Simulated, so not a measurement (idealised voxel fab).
process module | voxel released beams
cross-section cut | 250 nm wide | cells 5 nm
A cross-section is a grid of square cells, given in bands from the top down. A band is one or more rows of cells.
Each band's line starts with the height of the band's top and of its bottom, in nm. Then come its materials from left to right, each with its width in nm. One material with "throughout" fills the band from edge to edge. "air" is empty space.
Height 0 is the level under which the wafer as received is all one material. The lowest band goes on downwards, as in "0 down".
A width such as "30 to 40" changes by the same amount from each row of cells to the next, from the band's top row to its bottom row.
"no change" after a step means that no cell of the cross-section changed.
closed voids: empty space of 8 cells or more with no open way to the top, each as width x height at its distance from the left edge, in nm
after a step's settings: what the simulator itself notes on the step
overlay nm, on a step with a mask: how far to the right of its planned place the mask lay; to the left if negative
plan
1 op RECEIVE | material Si
2 op CONFORMAL_DEP | material SiN | thk nm 5
3 op DIRECTIONAL_DEP | material SiO2 | thk nm 10
4 op MASKED_ETCH | tone open | mask id ANCHOR | width nm 40 | etch materials SiO2 | depth nm 10 | overlay nm 0
5 op CONFORMAL_DEP | material polySi | thk nm 15
6 op DIRECTIONAL_DEP | material aC | thk nm 10
7 op PATTERN | tone cover | mask id BEAM | material resist | width nm 115 | thk nm 25 | overlay nm 0
8 op DIRECTIONAL_ETCH | etch materials aC | depth nm 10
9 op STRIP | etch materials resist
10 op DIRECTIONAL_ETCH | etch materials polySi | depth nm 15
11 op STRIP | etch materials aC
12 op STRIP | etch materials SiO2
as received, after step 1
  0 down: Si throughout
  closed voids: none
a wafer at the end: this start, this plan, one mistake
  25 to 15: polySi 85 | air 10 | polySi 155
  15 to 5: SiO2 70 | polySi 40 | SiO2 140
  5 to 0: SiN throughout
  0 down: Si throughout
  closed voids: none
what went wrong: step 6 ran as: op DIRECTIONAL_DEP | material polySi | thk nm 10
